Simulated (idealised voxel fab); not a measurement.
A process module follows: voxel local oxidation.
In the cross-section labelled cut, the width is 165 nm and each square cell is 5 nm.
How to read a cross-section here: the picture is a grid of square cells, written as bands going from the top down, and any band can span one or more rows of cells. Per band: top height and bottom height in nm, followed by the left-to-right materials and their widths in nm; "full width" marks a single material spanning edge to edge, "empty" marks empty space. Ref level 0: as-received wafer is one material below here. Bottom band extends down with no lower bound ("0 and below"). Width spec "30->40" -> top row of cells at first value, bottom row at second value, equal per-row change in between. "identical to before" -> step changed no cross-section cell. For the entry "Enclosed void inventory", the listed items are empty spaces with no open way to the top whose size is 8 cells or more; each item follows the pattern width x height at distance, where distance is from the left edge and all three are in nm. Read whatever lies past the settings on a step's line as the simulator's own remark about the step. "overlay nm" denotes, for a step that has a mask, the displacement of the mask to the right of its planned place, with negative values corresponding to the left.

Process steps - plan
1,RECEIVE: material Si
2,OXIDIZE: depth nm 5
3,CONFORMAL_DEP: material SiN, thk nm 10
4,PATTERN: tone cover, mask id ACTIVE, material resist, width nm 95, thk nm 15, overlay nm 0
5,DIRECTIONAL_ETCH: etch materials SiN, depth nm 10
6,STRIP: etch materials resist
7,SELECTIVE_ETCH: etch materials SiO2, depth nm 5
8,OXIDIZE: depth nm 15
9,STRIP: etch materials SiN
The wafers are alike at the start. At step 4, their width nm differs. The plan lists the first wafer's value.

First of several wafers, received after step 1, in cross-section
0 and below | Si full width
Enclosed void inventory: none

After the module's final step, step 9: the first of several wafers in cross-section
0 down to -5 | empty 40 nm / SiO2 85 nm / empty 40 nm
-5 down to -20 | SiO2 55 nm / Si 55 nm / SiO2 55 nm
-20 and below | Si full width
Enclosed void inventory: none

The last wafer as seen in cross-section at the end of the module
0 down to -5 | empty 30 nm / SiO2 110 nm / empty 25 nm
-5 down to -20 | SiO2 45 nm / Si 80 nm / SiO2 40 nm
-20 and below | Si full width
Enclosed void inventory: none

Basically each wafer gets a line in the table, showing it at the end of the module: material by material, the cells it gained (+) or lost (-) since we got it, then its closed voids
width nm 95 | -99 Si | +83 SiO2 | Enclosed void inventory: none
width nm 100 | -96 Si | +81 SiO2 | Enclosed void inventory: none
width nm 105 | -93 Si | +79 SiO2 | Enclosed void inventory: none
width nm 110 | -90 Si | +77 SiO2 | Enclosed void inventory: none
width nm 115 | -87 Si | +75 SiO2 | Enclosed void inventory: none
width nm 120 | -84 Si | +73 SiO2 | Enclosed void inventory: none
